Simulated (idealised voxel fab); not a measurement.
process module | voxel self aligned vias
cross-section cut | 205 nm wide | cells 5 nm
A cross-section is a grid of square cells, given in bands from the top down. A band is one or more rows of cells.
Each band's line starts with the height of the band's top and of its bottom, in nm. Then come its materials from left to right, each with its width in nm. One material with "throughout" fills the band from edge to edge. "air" is empty space.
Height 0 is the level under which the wafer as received is all one material. The lowest band goes on downwards, as in "0 down".
A width such as "30 to 40" changes by the same amount from each row of cells to the next, from the band's top row to its bottom row.
"no change" after a step means that no cell of the cross-section changed.
closed voids: empty space of 8 cells or more with no open way to the top, each as width x height at its distance from the left edge, in nm
after a step's settings: what the simulator itself notes on the step
overlay nm, on a step with a mask: how far to the right of its planned place the mask lay; to the left if negative
plan
1 op RECEIVE | material Si
2 op CONFORMAL_DEP | material SiO2 | thk nm 10
3 op CONFORMAL_DEP | material SiCN | thk nm 5
4 op DIRECTIONAL_DEP | material lowk | thk nm 20
5 op DIRECTIONAL_DEP | material aC | thk nm 10
6 op PATTERN | tone open | mask id LINES | material resist | width nm 30 | pitch nm 80 | thk nm 30 | overlay nm 0
7 op DIRECTIONAL_ETCH | etch materials aC | depth nm 10
8 op STRIP | etch materials resist
9 op DIRECTIONAL_ETCH | etch materials lowk | depth nm 20
10 op STRIP | etch materials aC
11 op CONFORMAL_DEP | material TiN | thk nm 5
12 op FILL_DEP | material Ru | thk nm 5
13 op CMP | height nm 35
14 op SELECTIVE_ETCH | etch materials W Ru TiN | depth nm 10
15 op FILL_DEP | material SiN | thk nm 10
16 op CMP | height nm 35
17 op DIRECTIONAL_DEP | material lowk | thk nm 15
18 op DIRECTIONAL_DEP | material aC | thk nm 10
19 op PATTERN | tone open | mask id VIAS | material resist | width nm 50 | thk nm 30 | overlay nm 0
20 op DIRECTIONAL_ETCH | etch materials aC | depth nm 10
21 op STRIP | etch materials resist
22 op DIRECTIONAL_ETCH | etch materials lowk | depth nm 15
23 op DIRECTIONAL_ETCH | etch materials SiN | depth nm 10
24 op STRIP | etch materials aC
25 op CONFORMAL_DEP | material TiN | thk nm 5
26 op FILL_DEP | material W | thk nm 10
27 op CMP | height nm 50
28 op CONFORMAL_DEP | material SiN | thk nm 5
as received, after step 1
  0 down: Si throughout
  closed voids: none
a wafer at the end: this start, this plan, one mistake
  55 to 50: SiN throughout
  50 to 40: lowk 35 | TiN 5 | W 40 | TiN 5 | lowk 120
  40 to 35: lowk 35 | TiN 50 | lowk 120
  35 to 30: SiCN throughout
  30 to 10: lowk throughout
  10 to 0: SiO2 throughout
  0 down: Si throughout
  closed voids: none
what went wrong: steps 3 and 4 were swapped
